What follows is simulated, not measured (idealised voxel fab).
Process module under the name voxel tone inversion
Pictured: cross-section cut, 230 nm wide, on a grid of 5 nm square cells.
Cross-section = grid of square cells, listed top down in bands; band = one or more rows. Heads up on the band format: heights come first, top then bottom, in nm. After that it's the materials left to right, each with its width in nm. A single material flagged "full width" fills the whole band edge to edge, and "air" means there's empty space there. A quick word on heights: they are counted from 0, and under that level the wafer as it came to us is one material throughout. The lowest band is different from the rest in having no bottom; it simply continues downward, written as in "0 -> down". Note: "30 to 40" means the width goes from the first number (top row of the band) to the second number (bottom row) in equal steps per row of cells. Step marked "left unchanged"? Then no cell in the cross-section changed in it. Tabulated closed voids: empty space of 8 cells or more with no open way to the top, each as width x height at its distance from the left edge, in nm. Step line, after settings: the simulator's comment on this step. When a step includes a mask, the "overlay nm" setting on its line states how far to the right of its planned place that mask lay, and negative values state how far to the left.

## Listed below are the process steps as planned
1 RECEIVE | material Si
2 CONFORMAL_DEP | material SiN | thk nm 5
3 DIRECTIONAL_DEP | material aC | thk nm 20
4 PATTERN | tone cover | mask id POSTS | material resist | width nm 25 | pitch nm 45 | thk nm 30 | overlay nm 0
5 DIRECTIONAL_ETCH | etch materials aC | depth nm 20
6 STRIP | etch materials resist
7 FILL_DEP | material SiO2 | thk nm 5
8 CMP | height nm 25
9 STRIP | etch materials aC

## Account of the first of two wafers, which was processed as intended

## Wafer cross-section on receipt, i.e. after step 1
    0 -> down = Si full width
    Tabulated closed voids: none

## After step 2, in cross-section
    5 -> 0 = SiN full width
    Below 0, no change.

## After step 3, in cross-section
    25 -> 5 = aC full width
    Below 5, no change.

## After step 4, in cross-section
    55 -> 25 = 80 of air, 25 of resist, 20 of air, 25 of resist, 80 of air
    Below 25, no change.

## After step 5, in cross-section
    35 -> 25 = 80 of air, 25 of resist, 20 of air, 25 of resist, 80 of air
    25 -> 5 = 80 of air, 25 of aC, 20 of air, 25 of aC, 80 of air
    Below 5, no change.

## After step 6, in cross-section
    25 -> 5 = 80 of air, 25 of aC, 20 of air, 25 of aC, 80 of air
    Below 5, no change.

## After step 7, in cross-section
    30 -> 25 = SiO2 full width
    25 -> 5 = 80 of SiO2, 25 of aC, 20 of SiO2, 25 of aC, 80 of SiO2
    Below 5, no change.

## After step 8, in cross-section
    25 -> 5 = 80 of SiO2, 25 of aC, 20 of SiO2, 25 of aC, 80 of SiO2
    Below 5, no change.

## After step 9, in cross-section
    25 -> 5 = 80 of SiO2, 25 of air, 20 of SiO2, 25 of air, 80 of SiO2
    Below 5, no change.

## The second wafer began exactly as the first did and followed the same plan, but one mistake was made while running it; through step 6 inclusive, the two wafers are identical

## The second wafer in cross-section, at the planned close of step 7
    35 -> 25 = SiO2 full width
    25 -> 5 = 80 of SiO2, 25 of aC, 20 of SiO2, 25 of aC, 80 of SiO2
    Below 5, no change.

## The second wafer in cross-section, at the planned close of step 8
    25 -> 5 = 80 of SiO2, 25 of aC, 20 of SiO2, 25 of aC, 80 of SiO2
    Below 5, no change.

## The second wafer in cross-section, at the planned close of step 9
    25 -> 5 = 80 of SiO2, 25 of air, 20 of SiO2, 25 of air, 80 of SiO2
    Below 5, no change.
What was done differently from what was planned? step 7 of the plan was performed twice
At process end the two wafers are indistinguishable in cross-section, so the error does not change what this model computes.
